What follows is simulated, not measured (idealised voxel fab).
The document below concerns the process module designated voxel capacitor over wiring.
Pictured: cross-section cut, 225 nm wide, on a grid of 5 nm square cells.
Bands, listed from the top down, are how a cross-section gets written in this document; the cross-section itself is a grid of square cells, and a band is one or more rows of them.
The entry gives the band's vertical extent as a top height and a bottom height in nm, then its horizontal make-up as materials from left to right, each with a width in nm. "blank" stands for empty space; a single material marked "throughout" fills the band edge to edge.
All heights in this document are referenced to 0, defined as the level beneath which the wafer, as received, consists entirely of one material. The lowest band is not bounded below; it extends indefinitely downward and is written in the form "0 nm and below".
Graded width ("30..40"): value in top row of band = first number; value in bottom row = second number; row-to-row change constant.
The cross-section has no changed cell in any step marked "no modification".
"Sealed internal voids" means: voids of 8 cells or more that are shut off from the top with no open way through. Written width x height at distance, distance from the left edge, in nm.
Heads up: the bit after the settings on a step's line is the simulator's remark on that step.
For masked steps, "overlay nm" on the step line gives how far right of plan the mask actually lay; a minus sign means it lay to the left.

### List of planned process steps
1: RECEIVE (material Si)
2: CONFORMAL_DEP (material SiO2; thk nm 10)
3: DIRECTIONAL_DEP (material TiN; thk nm 5)
4: DIRECTIONAL_DEP (material Ru; thk nm 20)
5: PATTERN (tone cover; mask id METAL_1; material resist; width nm 25; pitch nm 85; thk nm 15; overlay nm 0)
6: DIRECTIONAL_ETCH (etch materials Ru; depth nm 20)
7: DIRECTIONAL_ETCH (etch materials TiN; depth nm 5)
8: STRIP (etch materials resist)
9: CONFORMAL_DEP (material SiN; thk nm 5)
10: FILL_DEP (material SiO2; thk nm 5)
11: CMP (height nm 35)
12: CONFORMAL_DEP (material SiCN; thk nm 5)
13: DIRECTIONAL_DEP (material lowk; thk nm 20)
14: DIRECTIONAL_DEP (material aC; thk nm 15)
15: PATTERN (tone open; mask id PLUG_1; material resist; width nm 15; thk nm 30; overlay nm 0)
16: DIRECTIONAL_ETCH (etch materials aC; depth nm 15)
17: STRIP (etch materials resist)
18: DIRECTIONAL_ETCH (etch materials lowk; depth nm 20)
19: DIRECTIONAL_ETCH (etch materials SiCN; depth nm 5)
20: STRIP (etch materials aC)
21: CONFORMAL_DEP (material TiN; thk nm 5)
22: FILL_DEP (material W; thk nm 5)
23: CMP (height nm 60)
24: DIRECTIONAL_DEP (material TiN; thk nm 10)
25: DIRECTIONAL_DEP (material SiN; thk nm 5)
26: DIRECTIONAL_DEP (material TiN; thk nm 10)
27: MASKED_ETCH (tone cover; mask id UPPER_PLATE; width nm 65; etch materials TiN; depth nm 10; overlay nm 0)
28: MASKED_ETCH (tone cover; mask id UPPER_PLATE; width nm 65; etch materials SiN; depth nm 5; overlay nm 0)
29: DIRECTIONAL_DEP (material aC; thk nm 15)
30: PATTERN (tone cover; mask id LOWER_PLATE; material resist; width nm 75; thk nm 30; overlay nm 0)
31: DIRECTIONAL_ETCH (etch materials aC; depth nm 15)
32: STRIP (etch materials resist)
33: DIRECTIONAL_ETCH (etch materials TiN; depth nm 10)
34: STRIP (etch materials aC)
35: FILL_DEP (material SiO2; thk nm 15)
36: CMP (height nm 95)
37: PATTERN (tone open; mask id PLUG_2; material resist; width nm 15; thk nm 15; overlay nm 0)
38: DIRECTIONAL_ETCH (etch materials SiO2; depth nm 10)
39: STRIP (etch materials resist)
40: CONFORMAL_DEP (material TiN; thk nm 5)
41: FILL_DEP (material Cu; thk nm 10)
42: CMP (height nm 95)
43: CONFORMAL_DEP (material SiCN; thk nm 5)

### What follows covers the first of two wafers; it ran as planned

### Cross-section, incoming material, after step 1
    0 nm and below  Si throughout
    Sealed internal voids: none

### The wafer, seen in cross-section, after step 2
    10 nm to 0 nm  SiO2 throughout
    At heights below 0, the structure remains unaltered.

### The wafer, seen in cross-section, after step 3
    15 nm to 10 nm  TiN throughout
    At heights below 10, the structure remains unaltered.

### The wafer, seen in cross-section, after step 4
    35 nm to 15 nm  Ru throughout
    At heights below 15, the structure remains unaltered.

### The wafer, seen in cross-section, after step 5
    50 nm to 35 nm  blank 55 nm  resist 25 nm  blank 60 nm  resist 25 nm  blank 60 nm
    At heights below 35, the structure remains unaltered.

### The wafer, seen in cross-section, after step 6
    50 nm to 35 nm  blank 55 nm  resist 25 nm  blank 60 nm  resist 25 nm  blank 60 nm
    35 nm to 15 nm  blank 55 nm  Ru 25 nm  blank 60 nm  Ru 25 nm  blank 60 nm
    At heights below 15, the structure remains unaltered.

### The wafer, seen in cross-section, after step 7
    50 nm to 35 nm  blank 55 nm  resist 25 nm  blank 60 nm  resist 25 nm  blank 60 nm
    35 nm to 15 nm  blank 55 nm  Ru 25 nm  blank 60 nm  Ru 25 nm  blank 60 nm
    15 nm to 10 nm  blank 55 nm  TiN 25 nm  blank 60 nm  TiN 25 nm  blank 60 nm
    At heights below 10, the structure remains unaltered.

### The wafer, seen in cross-section, after step 8
    35 nm to 15 nm  blank 55 nm  Ru 25 nm  blank 60 nm  Ru 25 nm  blank 60 nm
    At heights below 15, the structure remains unaltered.

### The wafer, seen in cross-section, after step 9
    40 nm to 35 nm  blank 50 nm  SiN 35 nm  blank 50 nm  SiN 35 nm  blank 55 nm
    35 nm to 15 nm  blank 50 nm  SiN 5 nm  Ru 25 nm  SiN 5 nm  blank 50 nm  SiN 5 nm  Ru 25 nm  SiN 5 nm  blank 55 nm
    15 nm to 10 nm  SiN 55 nm  TiN 25 nm  SiN 60 nm  TiN 25 nm  SiN 60 nm
    At heights below 10, the structure remains unaltered.

### The wafer, seen in cross-section, after step 10
    45 nm to 40 nm  SiO2 throughout
    40 nm to 35 nm  SiO2 50 nm  SiN 35 nm  SiO2 50 nm  SiN 35 nm  SiO2 55 nm
    35 nm to 15 nm  SiO2 50 nm  SiN 5 nm  Ru 25 nm  SiN 5 nm  SiO2 50 nm  SiN 5 nm  Ru 25 nm  SiN 5 nm  SiO2 55 nm
    At heights below 15, the structure remains unaltered.

### The wafer, seen in cross-section, after step 11
    35 nm to 15 nm  SiO2 50 nm  SiN 5 nm  Ru 25 nm  SiN 5 nm  SiO2 50 nm  SiN 5 nm  Ru 25 nm  SiN 5 nm  SiO2 55 nm
    At heights below 15, the structure remains unaltered.

### The wafer, seen in cross-section, after step 12
    40 nm to 35 nm  SiCN throughout
    At heights below 35, the structure remains unaltered.

### The wafer, seen in cross-section, after step 13
    60 nm to 40 nm  lowk throughout
    At heights below 40, the structure remains unaltered.

### The wafer, seen in cross-section, after step 14
    75 nm to 60 nm  aC throughout
    At heights below 60, the structure remains unaltered.

### The wafer, seen in cross-section, after step 15
    105 nm to 75 nm  resist 65 nm  blank 15 nm  resist 145 nm
    At heights below 75, the structure remains unaltered.

### The wafer, seen in cross-section, after step 16
    90 nm to 75 nm  resist 65 nm  blank 15 nm  resist 145 nm
    75 nm to 60 nm  aC 65 nm  blank 15 nm  aC 145 nm
    At heights below 60, the structure remains unaltered.

### The wafer, seen in cross-section, after step 17
    75 nm to 60 nm  aC 65 nm  blank 15 nm  aC 145 nm
    At heights below 60, the structure remains unaltered.

### The wafer, seen in cross-section, after step 18
    75 nm to 60 nm  aC 65 nm  blank 15 nm  aC 145 nm
    60 nm to 40 nm  lowk 65 nm  blank 15 nm  lowk 145 nm
    At heights below 40, the structure remains unaltered.

### The wafer, seen in cross-section, after step 19
    75 nm to 60 nm  aC 65 nm  blank 15 nm  aC 145 nm
    60 nm to 40 nm  lowk 65 nm  blank 15 nm  lowk 145 nm
    40 nm to 35 nm  SiCN 65 nm  blank 15 nm  SiCN 145 nm
    At heights below 35, the structure remains unaltered.

### The wafer, seen in cross-section, after step 20
    60 nm to 40 nm  lowk 65 nm  blank 15 nm  lowk 145 nm
    At heights below 40, the structure remains unaltered.

### The wafer, seen in cross-section, after step 21
    65 nm to 60 nm  TiN 70 nm  blank 5 nm  TiN 150 nm
    60 nm to 40 nm  lowk 65 nm  TiN 5 nm  blank 5 nm  TiN 5 nm  lowk 145 nm
    40 nm to 35 nm  SiCN 65 nm  TiN 15 nm  SiCN 145 nm
    At heights below 35, the structure remains unaltered.

### The wafer, seen in cross-section, after step 22
    70 nm to 65 nm  W throughout
    65 nm to 60 nm  TiN 70 nm  W 5 nm  TiN 150 nm
    60 nm to 40 nm  lowk 65 nm  TiN 5 nm  W 5 nm  TiN 5 nm  lowk 145 nm
    At heights below 40, the structure remains unaltered.

### The wafer, seen in cross-section, after step 23
    60 nm to 40 nm  lowk 65 nm  TiN 5 nm  W 5 nm  TiN 5 nm  lowk 145 nm
    At heights below 40, the structure remains unaltered.

### The wafer, seen in cross-section, after step 24
    70 nm to 60 nm  TiN throughout
    At heights below 60, the structure remains unaltered.

### The wafer, seen in cross-section, after step 25
    75 nm to 70 nm  SiN throughout
    At heights below 70, the structure remains unaltered.

### The wafer, seen in cross-section, after step 26
    85 nm to 75 nm  TiN throughout
    At heights below 75, the structure remains unaltered.

### The wafer, seen in cross-section, after step 27
    85 nm to 75 nm  blank 65 nm  TiN 65 nm  blank 95 nm
    At heights below 75, the structure remains unaltered.

### The wafer, seen in cross-section, after step 28
    85 nm to 75 nm  blank 65 nm  TiN 65 nm  blank 95 nm
    75 nm to 70 nm  blank 65 nm  SiN 65 nm  blank 95 nm
    At heights below 70, the structure remains unaltered.

### The wafer, seen in cross-section, after step 29
    100 nm to 85 nm  blank 65 nm  aC 65 nm  blank 95 nm
    85 nm to 75 nm  aC 65 nm  TiN 65 nm  aC 95 nm
    75 nm to 70 nm  aC 65 nm  SiN 65 nm  aC 95 nm
    At heights below 70, the structure remains unaltered.

### The wafer, seen in cross-section, after step 30
    130 nm to 100 nm  blank 60 nm  resist 75 nm  blank 90 nm
    100 nm to 85 nm  blank 60 nm  resist 5 nm  aC 65 nm  resist 5 nm  blank 90 nm
    At heights below 85, the structure remains unaltered.

### The wafer, seen in cross-section, after step 31
    115 nm to 100 nm  blank 60 nm  resist 75 nm  blank 90 nm
    100 nm to 85 nm  blank 60 nm  resist 5 nm  aC 65 nm  resist 5 nm  blank 90 nm
    85 nm to 75 nm  blank 60 nm  aC 5 nm  TiN 65 nm  aC 5 nm  blank 90 nm
    75 nm to 70 nm  blank 60 nm  aC 5 nm  SiN 65 nm  aC 5 nm  blank 90 nm
    At heights below 70, the structure remains unaltered.

### The wafer, seen in cross-section, after step 32
    100 nm to 85 nm  blank 65 nm  aC 65 nm  blank 95 nm
    At heights below 85, the structure remains unaltered.

### The wafer, seen in cross-section, after step 33
    100 nm to 85 nm  blank 65 nm  aC 65 nm  blank 95 nm
    85 nm to 75 nm  blank 60 nm  aC 5 nm  TiN 65 nm  aC 5 nm  blank 90 nm
    75 nm to 70 nm  blank 60 nm  aC 5 nm  SiN 65 nm  aC 5 nm  blank 90 nm
    70 nm to 60 nm  blank 60 nm  TiN 75 nm  blank 90 nm
    At heights below 60, the structure remains unaltered.

### The wafer, seen in cross-section, after step 34
    85 nm to 75 nm  blank 65 nm  TiN 65 nm  blank 95 nm
    75 nm to 70 nm  blank 65 nm  SiN 65 nm  blank 95 nm
    At heights below 70, the structure remains unaltered.

### The wafer, seen in cross-section, after step 35
    100 nm to 85 nm  SiO2 throughout
    85 nm to 75 nm  SiO2 65 nm  TiN 65 nm  SiO2 95 nm
    75 nm to 70 nm  SiO2 65 nm  SiN 65 nm  SiO2 95 nm
    70 nm to 60 nm  SiO2 60 nm  TiN 75 nm  SiO2 90 nm
    At heights below 60, the structure remains unaltered.

### The wafer, seen in cross-section, after step 36
    95 nm to 85 nm  SiO2 throughout
    At heights below 85, the structure remains unaltered.

### The wafer, seen in cross-section, after step 37
    110 nm to 95 nm  resist 75 nm  blank 15 nm  resist 135 nm
    At heights below 95, the structure remains unaltered.

### The wafer, seen in cross-section, after step 38
    110 nm to 95 nm  resist 75 nm  blank 15 nm  resist 135 nm
    95 nm to 85 nm  SiO2 75 nm  blank 15 nm  SiO2 135 nm
    At heights below 85, the structure remains unaltered.

### The wafer, seen in cross-section, after step 39
    95 nm to 85 nm  SiO2 75 nm  blank 15 nm  SiO2 135 nm
    At heights below 85, the structure remains unaltered.

### The wafer, seen in cross-section, after step 40
    100 nm to 95 nm  TiN 80 nm  blank 5 nm  TiN 140 nm
    95 nm to 90 nm  SiO2 75 nm  TiN 5 nm  blank 5 nm  TiN 5 nm  SiO2 135 nm
    90 nm to 85 nm  SiO2 75 nm  TiN 15 nm  SiO2 135 nm
    At heights below 85, the structure remains unaltered.

### The wafer, seen in cross-section, after step 41
    110 nm to 100 nm  Cu throughout
    100 nm to 95 nm  TiN 80 nm  Cu 5 nm  TiN 140 nm
    95 nm to 90 nm  SiO2 75 nm  TiN 5 nm  Cu 5 nm  TiN 5 nm  SiO2 135 nm
    At heights below 90, the structure remains unaltered.

### The wafer, seen in cross-section, after step 42
    95 nm to 90 nm  SiO2 75 nm  TiN 5 nm  Cu 5 nm  TiN 5 nm  SiO2 135 nm
    At heights below 90, the structure remains unaltered.

### The wafer, seen in cross-section, after step 43
    100 nm to 95 nm  SiCN throughout
    At heights below 95, the structure remains unaltered.

### Here the second wafer is described. Its start and its plan were those of the first wafer. Its run contained one mistake. Up to and including step 23, it did exactly what the first wafer did

### At the planned end of step 24, the second wafer in cross-section
    65 nm to 60 nm  SiN throughout
    At heights below 60, the structure remains unaltered.

### At the planned end of step 25, the second wafer in cross-section
    75 nm to 65 nm  TiN throughout
    At heights below 65, the structure remains unaltered.

### At the planned end of step 26, the second wafer in cross-section
    85 nm to 65 nm  TiN throughout
    At heights below 65, the structure remains unaltered.

### At the planned end of step 27, the second wafer in cross-section
    85 nm to 75 nm  blank 65 nm  TiN 65 nm  blank 95 nm
    At heights below 75, the structure remains unaltered.

At the planned end of step 28, the second wafer in cross-section: no modification

### At the planned end of step 29, the second wafer in cross-section
    100 nm to 90 nm  blank 65 nm  aC 65 nm  blank 95 nm
    90 nm to 85 nm  aC throughout
    85 nm to 75 nm  aC 65 nm  TiN 65 nm  aC 95 nm
    At heights below 75, the structure remains unaltered.

### At the planned end of step 30, the second wafer in cross-section
    130 nm to 100 nm  blank 60 nm  resist 75 nm  blank 90 nm
    100 nm to 90 nm  blank 60 nm  resist 5 nm  aC 65 nm  resist 5 nm  blank 90 nm
    At heights below 90, the structure remains unaltered.

### At the planned end of step 31, the second wafer in cross-section
    115 nm to 100 nm  blank 60 nm  resist 75 nm  blank 90 nm
    100 nm to 90 nm  blank 60 nm  resist 5 nm  aC 65 nm  resist 5 nm  blank 90 nm
    90 nm to 85 nm  blank 60 nm  aC 75 nm  blank 90 nm
    85 nm to 75 nm  blank 60 nm  aC 5 nm  TiN 65 nm  aC 5 nm  blank 90 nm
    At heights below 75, the structure remains unaltered.

### At the planned end of step 32, the second wafer in cross-section
    100 nm to 90 nm  blank 65 nm  aC 65 nm  blank 95 nm
    At heights below 90, the structure remains unaltered.

### At the planned end of step 33, the second wafer in cross-section
    100 nm to 90 nm  blank 65 nm  aC 65 nm  blank 95 nm
    90 nm to 85 nm  blank 60 nm  aC 75 nm  blank 90 nm
    85 nm to 75 nm  blank 60 nm  aC 5 nm  TiN 65 nm  aC 5 nm  blank 90 nm
    75 nm to 65 nm  blank 60 nm  TiN 75 nm  blank 90 nm
    At heights below 65, the structure remains unaltered.

### At the planned end of step 34, the second wafer in cross-section
    85 nm to 75 nm  blank 65 nm  TiN 65 nm  blank 95 nm
    At heights below 75, the structure remains unaltered.

### At the planned end of step 35, the second wafer in cross-section
    100 nm to 85 nm  SiO2 throughout
    85 nm to 75 nm  SiO2 65 nm  TiN 65 nm  SiO2 95 nm
    75 nm to 65 nm  SiO2 60 nm  TiN 75 nm  SiO2 90 nm
    At heights below 65, the structure remains unaltered.

### At the planned end of step 36, the second wafer in cross-section
    95 nm to 85 nm  SiO2 throughout
    At heights below 85, the structure remains unaltered.

### At the planned end of step 37, the second wafer in cross-section
    110 nm to 95 nm  resist 75 nm  blank 15 nm  resist 135 nm
    At heights below 95, the structure remains unaltered.

### At the planned end of step 38, the second wafer in cross-section
    110 nm to 95 nm  resist 75 nm  blank 15 nm  resist 135 nm
    95 nm to 85 nm  SiO2 75 nm  blank 15 nm  SiO2 135 nm
    At heights below 85, the structure remains unaltered.

### At the planned end of step 39, the second wafer in cross-section
    95 nm to 85 nm  SiO2 75 nm  blank 15 nm  SiO2 135 nm
    At heights below 85, the structure remains unaltered.

### At the planned end of step 40, the second wafer in cross-section
    100 nm to 95 nm  TiN 80 nm  blank 5 nm  TiN 140 nm
    95 nm to 90 nm  SiO2 75 nm  TiN 5 nm  blank 5 nm  TiN 5 nm  SiO2 135 nm
    90 nm to 85 nm  SiO2 75 nm  TiN 15 nm  SiO2 135 nm
    At heights below 85, the structure remains unaltered.

### At the planned end of step 41, the second wafer in cross-section
    110 nm to 100 nm  Cu throughout
    100 nm to 95 nm  TiN 80 nm  Cu 5 nm  TiN 140 nm
    95 nm to 90 nm  SiO2 75 nm  TiN 5 nm  Cu 5 nm  TiN 5 nm  SiO2 135 nm
    At heights below 90, the structure remains unaltered.

### At the planned end of step 42, the second wafer in cross-section
    95 nm to 90 nm  SiO2 75 nm  TiN 5 nm  Cu 5 nm  TiN 5 nm  SiO2 135 nm
    At heights below 90, the structure remains unaltered.

### At the planned end of step 43, the second wafer in cross-section
    100 nm to 95 nm  SiCN throughout
    At heights below 95, the structure remains unaltered.
Processing error: mixed up steps 24 and 25 - ran each in the other's place
End of process, cell counts, second wafer against first, materials with more or fewer: +32 SiN | -32 SiO2
